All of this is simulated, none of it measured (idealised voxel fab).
The following process module bears the name voxel lift off.
cross-section cut | 195 nm wide | cells 5 nm
We lay out every cross-section as a grid of square cells and spell it out in bands from the top down, where one band means one or more rows of cells.
Band entry format. Leading values: height of top, height of bottom, nm. Remainder: materials in left-to-right order, each with its width in nm. Special words: "edge to edge" on a single material, which then fills the band edge to edge; "blank", empty space.
Heads up on the height convention: 0 is the point under which the incoming wafer is all one material, and the lowest band has no bottom, it just keeps going down, like "0..down".
Top row gets the first number, bottom row gets the second, and each row in between changes by the same step: that is how a band width like "30->40" works.
Step marked "left unchanged"? Then no cell in the cross-section changed in it.
Enclosed voids (no open way to top), threshold 8 cells or more, entry "Closed cavity list", notation width x height at distance, distance from left edge, nm.
Note: text after step settings on the step line = simulator remark on that step.
On any step carrying a mask, the "overlay nm" setting, if present on the step's line, tells how far right of its planned place the mask lay; negative values point to the left.

Set out below are the planned steps of the process
1) RECEIVE with material Si
2) CONFORMAL_DEP with material SiN, thk nm 5
3) PATTERN with tone open, mask id LINES, material resist, width nm 30, pitch nm 50, thk nm 15, overlay nm 0
4) DIRECTIONAL_DEP with material Ru, thk nm 5
5) STRIP with etch materials resist
6) CONFORMAL_DEP with material SiO2, thk nm 10

What follows covers the first of two wafers; it ran as planned

Shown in cross-section is the wafer as received, that is, as it stands after step 1
* 0..down = Si edge to edge
* Closed cavity list: none

Sectional view: wafer, after step 2
* 5..0 = SiN edge to edge
* Nothing below the height 0 has changed.

Sectional view: wafer, after step 3
* 20..5 = resist (30) / blank (30) / resist (20) / blank (30) / resist (20) / blank (30) / resist (35)
* Nothing below the height 5 has changed.

Sectional view: wafer, after step 4
* 25..20 = Ru (30) / blank (30) / Ru (20) / blank (30) / Ru (20) / blank (30) / Ru (35)
* 20..10 = resist (30) / blank (30) / resist (20) / blank (30) / resist (20) / blank (30) / resist (35)
* 10..5 = resist (30) / Ru (30) / resist (20) / Ru (30) / resist (20) / Ru (30) / resist (35)
* Nothing below the height 5 has changed.

Sectional view: wafer, after step 5
* 10..5 = blank (30) / Ru (30) / blank (20) / Ru (30) / blank (20) / Ru (30) / blank (35)
* Nothing below the height 5 has changed.

Sectional view: wafer, after step 6
* 20..15 = blank (20) / SiO2 (150) / blank (25)
* 15..10 = SiO2 edge to edge
* 10..5 = SiO2 (30) / Ru (30) / SiO2 (20) / Ru (30) / SiO2 (20) / Ru (30) / SiO2 (35)
* Nothing below the height 5 has changed.

Wafer two. Identical start, identical plan. One mistake in execution. Identical history through step 5

Cross-section of the second wafer corresponding to the planned conclusion of step 6
* 20..15 = blank (20) / Ru (150) / blank (25)
* 15..5 = Ru edge to edge
* Nothing below the height 5 has changed.
It is concluded that the wafer was processed incorrectly with respect to the plan, in that planned and actual differ for step 6; actual: CONFORMAL_DEP with material Ru, thk nm 10
At the finish, the second wafer shows more or fewer cells for some materials than the first does: Ru +90, SiO2 -90
